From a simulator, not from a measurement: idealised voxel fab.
The following is a process module called voxel gate over fins.
The cross-section on display is named cut; it measures 205 nm wide, and its cells are 5 nm squares.
Each cross-section below is a grid of square cells, stated as bands in top-down order, with one or more rows of cells making up each band.
Top height, bottom height, nm. Materials left to right, width each, nm. Single material + "everywhere" = fills band edge to edge. "air" = empty.
A quick word on heights: they are counted from 0, and under that level the wafer as it came to us is one material throughout. The lowest band is different from the rest in having no bottom; it simply continues downward, written as in "0 down".
When a width is written as two numbers, as in "30 to 40", the first number is the width in the top row of cells of the band and the second is the width in its bottom row, and the width changes by the same amount from each row to the next.
Where a step carries "no change occurred", the cross-section came out of it unchanged, cell for cell.
Listed in "Sealed-off cavities": every empty space of 8 or more cells without an open way to the top. Form: width x height at distance, the distance being from the left edge, all in nm.
What comes after the settings on a step's line is commentary from the simulator itself on that step.
overlay nm: right-of-plan distance of the mask on a masked step; negative values mean left-of-plan.
-- plan
1. op RECEIVE | material Si
2. op CONFORMAL_DEP | material SiN | thk nm 5
3. op DIRECTIONAL_DEP | material aC | thk nm 15
4. op PATTERN | tone cover | mask id FINS | material resist | width nm 15 | pitch nm 40 | thk nm 30 | overlay nm 0
5. op DIRECTIONAL_ETCH | etch materials aC | depth nm 15
6. op STRIP | etch materials resist
7. op DIRECTIONAL_ETCH | etch materials SiN | depth nm 5
8. op DIRECTIONAL_ETCH | etch materials Si | depth nm 30
9. op STRIP | etch materials aC
10. op FILL_DEP | material SiO2 | thk nm 10
11. op CMP | height nm 5
12. op SELECTIVE_ETCH | etch materials SiO2 | depth nm 20
13. op STRIP | etch materials SiN
14. op CONFORMAL_DEP | material HfO2 | thk nm 5
15. op CONFORMAL_DEP | material TiN | thk nm 5
16. op CONFORMAL_DEP | material TiAl | thk nm 5
17. op CONFORMAL_DEP | material TiN | thk nm 5
18. op FILL_DEP | material W | thk nm 10
19. op CMP | height nm 25
20. op CONFORMAL_DEP | material SiCN | thk nm 5
-- First of two wafers: run as planned
-- Cross-section of the wafer at receipt, which is the condition after step 1
  0 down | Si everywhere
  Sealed-off cavities: none
-- Step 2 complete: cross-section through the wafer
  5 to 0 | SiN everywhere
  Lower than 0, everything is as it was.
-- Step 3 complete: cross-section through the wafer
  20 to 5 | aC everywhere
  Lower than 5, everything is as it was.
-- Step 4 complete: cross-section through the wafer
  50 to 20 | air: 35  resist: 15  air: 25  resist: 15  air: 25  resist: 15  air: 25  resist: 15  air: 35
  Lower than 20, everything is as it was.
-- Step 5 complete: cross-section through the wafer
  35 to 20 | air: 35  resist: 15  air: 25  resist: 15  air: 25  resist: 15  air: 25  resist: 15  air: 35
  20 to 5 | air: 35  aC: 15  air: 25  aC: 15  air: 25  aC: 15  air: 25  aC: 15  air: 35
  Lower than 5, everything is as it was.
-- Step 6 complete: cross-section through the wafer
  20 to 5 | air: 35  aC: 15  air: 25  aC: 15  air: 25  aC: 15  air: 25  aC: 15  air: 35
  Lower than 5, everything is as it was.
-- Step 7 complete: cross-section through the wafer
  20 to 5 | air: 35  aC: 15  air: 25  aC: 15  air: 25  aC: 15  air: 25  aC: 15  air: 35
  5 to 0 | air: 35  SiN: 15  air: 25  SiN: 15  air: 25  SiN: 15  air: 25  SiN: 15  air: 35
  Lower than 0, everything is as it was.
-- Step 8 complete: cross-section through the wafer
  20 to 5 | air: 35  aC: 15  air: 25  aC: 15  air: 25  aC: 15  air: 25  aC: 15  air: 35
  5 to 0 | air: 35  SiN: 15  air: 25  SiN: 15  air: 25  SiN: 15  air: 25  SiN: 15  air: 35
  0 to -30 | air: 35  Si: 15  air: 25  Si: 15  air: 25  Si: 15  air: 25  Si: 15  air: 35
  Lower than -30, everything is as it was.
-- Step 9 complete: cross-section through the wafer
  5 to 0 | air: 35  SiN: 15  air: 25  SiN: 15  air: 25  SiN: 15  air: 25  SiN: 15  air: 35
  Lower than 0, everything is as it was.
-- Step 10 complete: cross-section through the wafer
  15 to 5 | SiO2 everywhere
  5 to 0 | SiO2: 35  SiN: 15  SiO2: 25  SiN: 15  SiO2: 25  SiN: 15  SiO2: 25  SiN: 15  SiO2: 35
  0 to -30 | SiO2: 35  Si: 15  SiO2: 25  Si: 15  SiO2: 25  Si: 15  SiO2: 25  Si: 15  SiO2: 35
  Lower than -30, everything is as it was.
-- Step 11 complete: cross-section through the wafer
  5 to 0 | SiO2: 35  SiN: 15  SiO2: 25  SiN: 15  SiO2: 25  SiN: 15  SiO2: 25  SiN: 15  SiO2: 35
  Lower than 0, everything is as it was.
-- Step 12 complete: cross-section through the wafer
  5 to 0 | air: 35  SiN: 15  air: 25  SiN: 15  air: 25  SiN: 15  air: 25  SiN: 15  air: 35
  0 to -15 | air: 35  Si: 15  air: 25  Si: 15  air: 25  Si: 15  air: 25  Si: 15  air: 35
  Lower than -15, everything is as it was.
-- Step 13 complete: cross-section through the wafer
  0 to -15 | air: 35  Si: 15  air: 25  Si: 15  air: 25  Si: 15  air: 25  Si: 15  air: 35
  Lower than -15, everything is as it was.
-- Step 14 complete: cross-section through the wafer
  5 to 0 | air: 30  HfO2: 25  air: 15  HfO2: 25  air: 15  HfO2: 25  air: 15  HfO2: 25  air: 30
  0 to -10 | air: 30  HfO2: 5  Si: 15  HfO2: 5  air: 15  HfO2: 5  Si: 15  HfO2: 5  air: 15  HfO2: 5  Si: 15  HfO2: 5  air: 15  HfO2: 5  Si: 15  HfO2: 5  air: 30
  -10 to -15 | HfO2: 35  Si: 15  HfO2: 25  Si: 15  HfO2: 25  Si: 15  HfO2: 25  Si: 15  HfO2: 35
  Lower than -15, everything is as it was.
-- Step 15 complete: cross-section through the wafer
  10 to 5 | air: 25  TiN: 35  air: 5  TiN: 35  air: 5  TiN: 35  air: 5  TiN: 35  air: 25
  5 to 0 | air: 25  TiN: 5  HfO2: 25  TiN: 5  air: 5  TiN: 5  HfO2: 25  TiN: 5  air: 5  TiN: 5  HfO2: 25  TiN: 5  air: 5  TiN: 5  HfO2: 25  TiN: 5  air: 25
  0 to -5 | air: 25  TiN: 5  HfO2: 5  Si: 15  HfO2: 5  TiN: 5  air: 5  TiN: 5  HfO2: 5  Si: 15  HfO2: 5  TiN: 5  air: 5  TiN: 5  HfO2: 5  Si: 15  HfO2: 5  TiN: 5  air: 5  TiN: 5  HfO2: 5  Si: 15  HfO2: 5  TiN: 5  air: 25
  -5 to -10 | TiN: 30  HfO2: 5  Si: 15  HfO2: 5  TiN: 15  HfO2: 5  Si: 15  HfO2: 5  TiN: 15  HfO2: 5  Si: 15  HfO2: 5  TiN: 15  HfO2: 5  Si: 15  HfO2: 5  TiN: 30
  Lower than -10, everything is as it was.
-- Step 16 complete: cross-section through the wafer
  15 to 10 | air: 20  TiAl: 165  air: 20
  10 to 5 | air: 20  TiAl: 5  TiN: 35  TiAl: 5  TiN: 35  TiAl: 5  TiN: 35  TiAl: 5  TiN: 35  TiAl: 5  air: 20
  5 to 0 | air: 20  TiAl: 5  TiN: 5  HfO2: 25  TiN: 5  TiAl: 5  TiN: 5  HfO2: 25  TiN: 5  TiAl: 5  TiN: 5  HfO2: 25  TiN: 5  TiAl: 5  TiN: 5  HfO2: 25  TiN: 5  TiAl: 5  air: 20
  0 to -5 | TiAl: 25  TiN: 5  HfO2: 5  Si: 15  HfO2: 5  TiN: 5  TiAl: 5  TiN: 5  HfO2: 5  Si: 15  HfO2: 5  TiN: 5  TiAl: 5  TiN: 5  HfO2: 5  Si: 15  HfO2: 5  TiN: 5  TiAl: 5  TiN: 5  HfO2: 5  Si: 15  HfO2: 5  TiN: 5  TiAl: 25
  Lower than -5, everything is as it was.
-- Step 17 complete: cross-section through the wafer
  20 to 15 | air: 15  TiN: 175  air: 15
  15 to 10 | air: 15  TiN: 5  TiAl: 165  TiN: 5  air: 15
  10 to 5 | air: 15  TiN: 5  TiAl: 5  TiN: 35  TiAl: 5  TiN: 35  TiAl: 5  TiN: 35  TiAl: 5  TiN: 35  TiAl: 5  TiN: 5  air: 15
  5 to 0 | TiN: 20  TiAl: 5  TiN: 5  HfO2: 25  TiN: 5  TiAl: 5  TiN: 5  HfO2: 25  TiN: 5  TiAl: 5  TiN: 5  HfO2: 25  TiN: 5  TiAl: 5  TiN: 5  HfO2: 25  TiN: 5  TiAl: 5  TiN: 20
  Lower than 0, everything is as it was.
-- Step 18 complete: cross-section through the wafer
  30 to 20 | W everywhere
  20 to 15 | W: 15  TiN: 175  W: 15
  15 to 10 | W: 15  TiN: 5  TiAl: 165  TiN: 5  W: 15
  10 to 5 | W: 15  TiN: 5  TiAl: 5  TiN: 35  TiAl: 5  TiN: 35  TiAl: 5  TiN: 35  TiAl: 5  TiN: 35  TiAl: 5  TiN: 5  W: 15
  Lower than 5, everything is as it was.
-- Step 19 complete: cross-section through the wafer
  25 to 20 | W everywhere
  Lower than 20, everything is as it was.
-- Step 20 complete: cross-section through the wafer
  30 to 25 | SiCN everywhere
  Lower than 25, everything is as it was.
-- Second wafer: same start and same plan as the first, one execution error; identical to the first through step 3
-- Second wafer at the planned finish of step 4, seen in cross-section
  50 to 20 | air: 30  resist: 15  air: 25  resist: 15  air: 25  resist: 15  air: 25  resist: 15  air: 40
  Lower than 20, everything is as it was.
-- Second wafer at the planned finish of step 5, seen in cross-section
  35 to 20 | air: 30  resist: 15  air: 25  resist: 15  air: 25  resist: 15  air: 25  resist: 15  air: 40
  20 to 5 | air: 30  aC: 15  air: 25  aC: 15  air: 25  aC: 15  air: 25  aC: 15  air: 40
  Lower than 5, everything is as it was.
-- Second wafer at the planned finish of step 6, seen in cross-section
  20 to 5 | air: 30  aC: 15  air: 25  aC: 15  air: 25  aC: 15  air: 25  aC: 15  air: 40
  Lower than 5, everything is as it was.
-- Second wafer at the planned finish of step 7, seen in cross-section
  20 to 5 | air: 30  aC: 15  air: 25  aC: 15  air: 25  aC: 15  air: 25  aC: 15  air: 40
  5 to 0 | air: 30  SiN: 15  air: 25  SiN: 15  air: 25  SiN: 15  air: 25  SiN: 15  air: 40
  Lower than 0, everything is as it was.
-- Second wafer at the planned finish of step 8, seen in cross-section
  20 to 5 | air: 30  aC: 15  air: 25  aC: 15  air: 25  aC: 15  air: 25  aC: 15  air: 40
  5 to 0 | air: 30  SiN: 15  air: 25  SiN: 15  air: 25  SiN: 15  air: 25  SiN: 15  air: 40
  0 to -30 | air: 30  Si: 15  air: 25  Si: 15  air: 25  Si: 15  air: 25  Si: 15  air: 40
  Lower than -30, everything is as it was.
-- Second wafer at the planned finish of step 9, seen in cross-section
  5 to 0 | air: 30  SiN: 15  air: 25  SiN: 15  air: 25  SiN: 15  air: 25  SiN: 15  air: 40
  Lower than 0, everything is as it was.
-- Second wafer at the planned finish of step 10, seen in cross-section
  15 to 5 | SiO2 everywhere
  5 to 0 | SiO2: 30  SiN: 15  SiO2: 25  SiN: 15  SiO2: 25  SiN: 15  SiO2: 25  SiN: 15  SiO2: 40
  0 to -30 | SiO2: 30  Si: 15  SiO2: 25  Si: 15  SiO2: 25  Si: 15  SiO2: 25  Si: 15  SiO2: 40
  Lower than -30, everything is as it was.
-- Second wafer at the planned finish of step 11, seen in cross-section
  5 to 0 | SiO2: 30  SiN: 15  SiO2: 25  SiN: 15  SiO2: 25  SiN: 15  SiO2: 25  SiN: 15  SiO2: 40
  Lower than 0, everything is as it was.
-- Second wafer at the planned finish of step 12, seen in cross-section
  5 to 0 | air: 30  SiN: 15  air: 25  SiN: 15  air: 25  SiN: 15  air: 25  SiN: 15  air: 40
  0 to -15 | air: 30  Si: 15  air: 25  Si: 15  air: 25  Si: 15  air: 25  Si: 15  air: 40
  Lower than -15, everything is as it was.
-- Second wafer at the planned finish of step 13, seen in cross-section
  0 to -15 | air: 30  Si: 15  air: 25  Si: 15  air: 25  Si: 15  air: 25  Si: 15  air: 40
  Lower than -15, everything is as it was.
-- Second wafer at the planned finish of step 14, seen in cross-section
  5 to 0 | air: 25  HfO2: 25  air: 15  HfO2: 25  air: 15  HfO2: 25  air: 15  HfO2: 25  air: 35
  0 to -10 | air: 25  HfO2: 5  Si: 15  HfO2: 5  air: 15  HfO2: 5  Si: 15  HfO2: 5  air: 15  HfO2: 5  Si: 15  HfO2: 5  air: 15  HfO2: 5  Si: 15  HfO2: 5  air: 35
  -10 to -15 | HfO2: 30  Si: 15  HfO2: 25  Si: 15  HfO2: 25  Si: 15  HfO2: 25  Si: 15  HfO2: 40
  Lower than -15, everything is as it was.
-- Second wafer at the planned finish of step 15, seen in cross-section
  10 to 5 | air: 20  TiN: 35  air: 5  TiN: 35  air: 5  TiN: 35  air: 5  TiN: 35  air: 30
  5 to 0 | air: 20  TiN: 5  HfO2: 25  TiN: 5  air: 5  TiN: 5  HfO2: 25  TiN: 5  air: 5  TiN: 5  HfO2: 25  TiN: 5  air: 5  TiN: 5  HfO2: 25  TiN: 5  air: 30
  0 to -5 | air: 20  TiN: 5  HfO2: 5  Si: 15  HfO2: 5  TiN: 5  air: 5  TiN: 5  HfO2: 5  Si: 15  HfO2: 5  TiN: 5  air: 5  TiN: 5  HfO2: 5  Si: 15  HfO2: 5  TiN: 5  air: 5  TiN: 5  HfO2: 5  Si: 15  HfO2: 5  TiN: 5  air: 30
  -5 to -10 | TiN: 25  HfO2: 5  Si: 15  HfO2: 5  TiN: 15  HfO2: 5  Si: 15  HfO2: 5  TiN: 15  HfO2: 5  Si: 15  HfO2: 5  TiN: 15  HfO2: 5  Si: 15  HfO2: 5  TiN: 35
  Lower than -10, everything is as it was.
-- Second wafer at the planned finish of step 16, seen in cross-section
  15 to 10 | air: 15  TiAl: 165  air: 25
  10 to 5 | air: 15  TiAl: 5  TiN: 35  TiAl: 5  TiN: 35  TiAl: 5  TiN: 35  TiAl: 5  TiN: 35  TiAl: 5  air: 25
  5 to 0 | air: 15  TiAl: 5  TiN: 5  HfO2: 25  TiN: 5  TiAl: 5  TiN: 5  HfO2: 25  TiN: 5  TiAl: 5  TiN: 5  HfO2: 25  TiN: 5  TiAl: 5  TiN: 5  HfO2: 25  TiN: 5  TiAl: 5  air: 25
  0 to -5 | TiAl: 20  TiN: 5  HfO2: 5  Si: 15  HfO2: 5  TiN: 5  TiAl: 5  TiN: 5  HfO2: 5  Si: 15  HfO2: 5  TiN: 5  TiAl: 5  TiN: 5  HfO2: 5  Si: 15  HfO2: 5  TiN: 5  TiAl: 5  TiN: 5  HfO2: 5  Si: 15  HfO2: 5  TiN: 5  TiAl: 30
  Lower than -5, everything is as it was.
-- Second wafer at the planned finish of step 17, seen in cross-section
  20 to 15 | air: 10  TiN: 175  air: 20
  15 to 10 | air: 10  TiN: 5  TiAl: 165  TiN: 5  air: 20
  10 to 5 | air: 10  TiN: 5  TiAl: 5  TiN: 35  TiAl: 5  TiN: 35  TiAl: 5  TiN: 35  TiAl: 5  TiN: 35  TiAl: 5  TiN: 5  air: 20
  5 to 0 | TiN: 15  TiAl: 5  TiN: 5  HfO2: 25  TiN: 5  TiAl: 5  TiN: 5  HfO2: 25  TiN: 5  TiAl: 5  TiN: 5  HfO2: 25  TiN: 5  TiAl: 5  TiN: 5  HfO2: 25  TiN: 5  TiAl: 5  TiN: 25
  Lower than 0, everything is as it was.
-- Second wafer at the planned finish of step 18, seen in cross-section
  30 to 20 | W everywhere
  20 to 15 | W: 10  TiN: 175  W: 20
  15 to 10 | W: 10  TiN: 5  TiAl: 165  TiN: 5  W: 20
  10 to 5 | W: 10  TiN: 5  TiAl: 5  TiN: 35  TiAl: 5  TiN: 35  TiAl: 5  TiN: 35  TiAl: 5  TiN: 35  TiAl: 5  TiN: 5  W: 20
  Lower than 5, everything is as it was.
-- Second wafer at the planned finish of step 19, seen in cross-section
  25 to 20 | W everywhere
  Lower than 20, everything is as it was.
-- Second wafer at the planned finish of step 20, seen in cross-section
  30 to 25 | SiCN everywhere
  Lower than 25, everything is as it was.
Misprocessing identified: step 4 did not use the planned setting and instead ran as op PATTERN | tone cover | mask id FINS | material resist | width nm 15 | pitch nm 40 | thk nm 30 | overlay nm -5
End check, second vs first wafer: material counts in cells match, positions do not.
